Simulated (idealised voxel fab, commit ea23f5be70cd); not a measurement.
This section sets out a process module, namely voxel ribs on slabs.
This is section cut - it's 270 nm across, gridded in 5 nm square cells.
Think of the cross-section as a grid of square cells. We describe it in bands, top to bottom, and each band covers one or more rows of those cells. Within each band entry, the heights of the top and of the bottom of the band appear first, in that order and in nm; the materials of the band then follow from left to right, each with its corresponding width in nm. The designation "everywhere" on a single material indicates that it fills the band from edge to edge; the designation "blank" indicates empty space. Height reference: 0 = level under which incoming wafer is all one material. Lowest band: no bottom, runs on downward, e.g. "0 nm and below". Think of "30->40" as a width that walks from the first number to the second as you go down the band, top row to bottom row, taking equal-sized steps from row to row. Basically "remained the same" means that step didn't change any cell in the cross-section. "Trapped voids" specifies each empty space that is not open to the top and that occupies no fewer than 8 cells, using the form width x height at distance, the distance measured from the left edge and all three quantities in nm. Past the settings on a step's line: simulator remark, on that step. Among the settings permitted on a step's line is "overlay nm"; applied to a step with a mask, it specifies the extent to which the mask lay to the right of its planned position, whereas a negative figure signifies a position to the left.

## These are the steps we planned for the process
1,op RECEIVE | material Si
2,op DIRECTIONAL_DEP | material SiO2 | thk nm 25
3,op DIRECTIONAL_DEP | material polySi | thk nm 15
4,op DIRECTIONAL_DEP | material aC | thk nm 15
5,op PATTERN | tone cover | mask id RIB | material resist | width nm 20 | thk nm 30 | overlay nm 0
6,op DIRECTIONAL_ETCH | etch materials aC | depth nm 15
7,op STRIP | etch materials resist
8,op DIRECTIONAL_ETCH | etch materials polySi | depth nm 10
9,op STRIP | etch materials aC
10,op MASKED_ETCH | tone cover | mask id SLAB | width nm 50 | etch materials polySi | depth nm 5 | overlay nm 0
11,op FILL_DEP | material SiO2 | thk nm 25
12,op CMP | height nm 55
13,op DIRECTIONAL_DEP | material W | thk nm 5
14,op DIRECTIONAL_DEP | material aC | thk nm 10
15,op PATTERN | tone cover | mask id HEATER | material resist | width nm 30 | thk nm 25 | overlay nm 0
16,op DIRECTIONAL_ETCH | etch materials aC | depth nm 10
17,op STRIP | etch materials resist
18,op DIRECTIONAL_ETCH | etch materials W | depth nm 5
19,op STRIP | etch materials aC
20,op CONFORMAL_DEP | material SiN | thk nm 10

## So, the first of our two wafers, run just as we planned it

## As-received state of the wafer in cross-section, equivalent to post-step 1
0 nm and below | Si everywhere
Trapped voids: none

## Cross-section: wafer state after step 2
25 nm to 0 nm | SiO2 everywhere
Everything under 0 stays put, no change at all.

## Cross-section: wafer state after step 3
40 nm to 25 nm | polySi everywhere
Everything under 25 stays put, no change at all.

## Cross-section: wafer state after step 4
55 nm to 40 nm | aC everywhere
Everything under 40 stays put, no change at all.

## Cross-section: wafer state after step 5
85 nm to 55 nm | 125 nm blank  20 nm resist  125 nm blank
Everything under 55 stays put, no change at all.

## Cross-section: wafer state after step 6
70 nm to 55 nm | 125 nm blank  20 nm resist  125 nm blank
55 nm to 40 nm | 125 nm blank  20 nm aC  125 nm blank
Everything under 40 stays put, no change at all.

## Cross-section: wafer state after step 7
55 nm to 40 nm | 125 nm blank  20 nm aC  125 nm blank
Everything under 40 stays put, no change at all.

## Cross-section: wafer state after step 8
55 nm to 40 nm | 125 nm blank  20 nm aC  125 nm blank
40 nm to 30 nm | 125 nm blank  20 nm polySi  125 nm blank
Everything under 30 stays put, no change at all.

## Cross-section: wafer state after step 9
40 nm to 30 nm | 125 nm blank  20 nm polySi  125 nm blank
Everything under 30 stays put, no change at all.

## Cross-section: wafer state after step 10
40 nm to 30 nm | 125 nm blank  20 nm polySi  125 nm blank
30 nm to 25 nm | 110 nm blank  50 nm polySi  110 nm blank
Everything under 25 stays put, no change at all.

## Cross-section: wafer state after step 11
65 nm to 40 nm | SiO2 everywhere
40 nm to 30 nm | 125 nm SiO2  20 nm polySi  125 nm SiO2
30 nm to 25 nm | 110 nm SiO2  50 nm polySi  110 nm SiO2
Everything under 25 stays put, no change at all.

## Cross-section: wafer state after step 12
55 nm to 40 nm | SiO2 everywhere
Everything under 40 stays put, no change at all.

## Cross-section: wafer state after step 13
60 nm to 55 nm | W everywhere
Everything under 55 stays put, no change at all.

## Cross-section: wafer state after step 14
70 nm to 60 nm | aC everywhere
Everything under 60 stays put, no change at all.

## Cross-section: wafer state after step 15
95 nm to 70 nm | 120 nm blank  30 nm resist  120 nm blank
Everything under 70 stays put, no change at all.

## Cross-section: wafer state after step 16
85 nm to 70 nm | 120 nm blank  30 nm resist  120 nm blank
70 nm to 60 nm | 120 nm blank  30 nm aC  120 nm blank
Everything under 60 stays put, no change at all.

## Cross-section: wafer state after step 17
70 nm to 60 nm | 120 nm blank  30 nm aC  120 nm blank
Everything under 60 stays put, no change at all.

## Cross-section: wafer state after step 18
70 nm to 60 nm | 120 nm blank  30 nm aC  120 nm blank
60 nm to 55 nm | 120 nm blank  30 nm W  120 nm blank
Everything under 55 stays put, no change at all.

## Cross-section: wafer state after step 19
60 nm to 55 nm | 120 nm blank  30 nm W  120 nm blank
Everything under 55 stays put, no change at all.

## Cross-section: wafer state after step 20
70 nm to 65 nm | 110 nm blank  50 nm SiN  110 nm blank
65 nm to 60 nm | SiN everywhere
60 nm to 55 nm | 120 nm SiN  30 nm W  120 nm SiN
Everything under 55 stays put, no change at all.

## second wafer: like start, like plan, one mistake. Through step 19 it matches the first wafer

Cross-section of the second wafer when, according to plan, step 20 should have finished: remained the same
what went wrong: step 20 of the plan was jumped over and never run
The final cell counts differ between the wafers, with the second having more or fewer of some materials than the first: 112 fewer of SiN
